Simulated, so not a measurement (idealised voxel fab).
Title: Process Module voxel self aligned vias
Cross-section cut: width 175 nm, square cells of 5 nm.
Square cells in a grid make up a cross-section in this document, and the grid is given as bands, listed from the top down, each one or more rows of cells. Look at the band entry: it leads with the top's height and the bottom's height in nm. Then it lists the materials left to right, with a width in nm for each. The word "full width" on a single material says that material fills the band edge to edge. The word "empty" is empty space. Heads up on the height convention: 0 is the point under which the incoming wafer is all one material, and the lowest band has no bottom, it just keeps going down, like "0 and below". Think of "30 to 40" as a width that walks from the first number to the second as you go down the band, top row to bottom row, taking equal-sized steps from row to row. Key: "changes: none" - step with no changed cell in the cross-section. Closed-off voids of 8+ cells (no open route to the top) go in "Enclosed voids", written width x height at distance from the left edge, in nm. Note: text after step settings on the step line = simulator remark on that step. For masked steps, "overlay nm" on the step line gives how far right of plan the mask actually lay; a minus sign means it lay to the left.

Below is the list of planned process steps
1. RECEIVE | material Si
2. CONFORMAL_DEP | material SiO2 | thk nm 10
3. CONFORMAL_DEP | material SiCN | thk nm 5
4. DIRECTIONAL_DEP | material SiO2 | thk nm 25
5. PATTERN | tone open | mask id LINES | material resist | width nm 30 | pitch nm 65 | thk nm 20 | overlay nm 0
6. DIRECTIONAL_ETCH | etch materials SiO2 | depth nm 25
7. STRIP | etch materials resist
8. CONFORMAL_DEP | material TiN | thk nm 5
9. FILL_DEP | material W | thk nm 10
10. CMP | height nm 40
11. SELECTIVE_ETCH | etch materials W Ru TiN | depth nm 10
12. FILL_DEP | material SiN | thk nm 10
13. CMP | height nm 40
14. DIRECTIONAL_DEP | material SiO2 | thk nm 15
15. DIRECTIONAL_DEP | material aC | thk nm 10
16. PATTERN | tone open | mask id VIAS | material resist | width nm 50 | thk nm 25 | overlay nm 0
17. DIRECTIONAL_ETCH | etch materials aC | depth nm 10
18. STRIP | etch materials resist
19. DIRECTIONAL_ETCH | etch materials SiO2 | depth nm 15
20. DIRECTIONAL_ETCH | etch materials SiN | depth nm 10
21. STRIP | etch materials aC
22. CONFORMAL_DEP | material TiN | thk nm 5
23. FILL_DEP | material Ru | thk nm 10
24. CMP | height nm 55
25. CONFORMAL_DEP | material SiN | thk nm 5

Cross-section of the incoming wafer, state after step 1
- 0 and below: Si full width
- Enclosed voids: none

Same starting wafer, same plan as above, one mistake in the execution; this is the cross-section at the end of the module
- 60 down to 55: SiN full width
- 55 down to 45: 35 of SiO2, 5 of TiN, 35 of Ru, 5 of TiN, 95 of SiO2
- 45 down to 40: 35 of SiO2, 10 of TiN, 20 of Ru, 15 of TiN, 95 of SiO2
- 40 down to 35: 40 of SiO2, 5 of TiN, 20 of Ru, 5 of TiN, 35 of SiO2, 30 of SiN, 40 of SiO2
- 35 down to 30: 40 of SiO2, 30 of TiN, 35 of SiO2, 30 of SiN, 40 of SiO2
- 30 down to 20: 40 of SiO2, 5 of TiN, 20 of W, 5 of TiN, 35 of SiO2, 5 of TiN, 20 of W, 5 of TiN, 40 of SiO2
- 20 down to 15: 40 of SiO2, 30 of TiN, 35 of SiO2, 30 of TiN, 40 of SiO2
- 15 down to 10: SiCN full width
- 10 down to 0: SiO2 full width
- 0 and below: Si full width
- Enclosed voids: none
Processing error: contrary to plan, step 16 was performed as PATTERN | tone open | mask id VIAS | material resist | width nm 45 | thk nm 25 | overlay nm 0
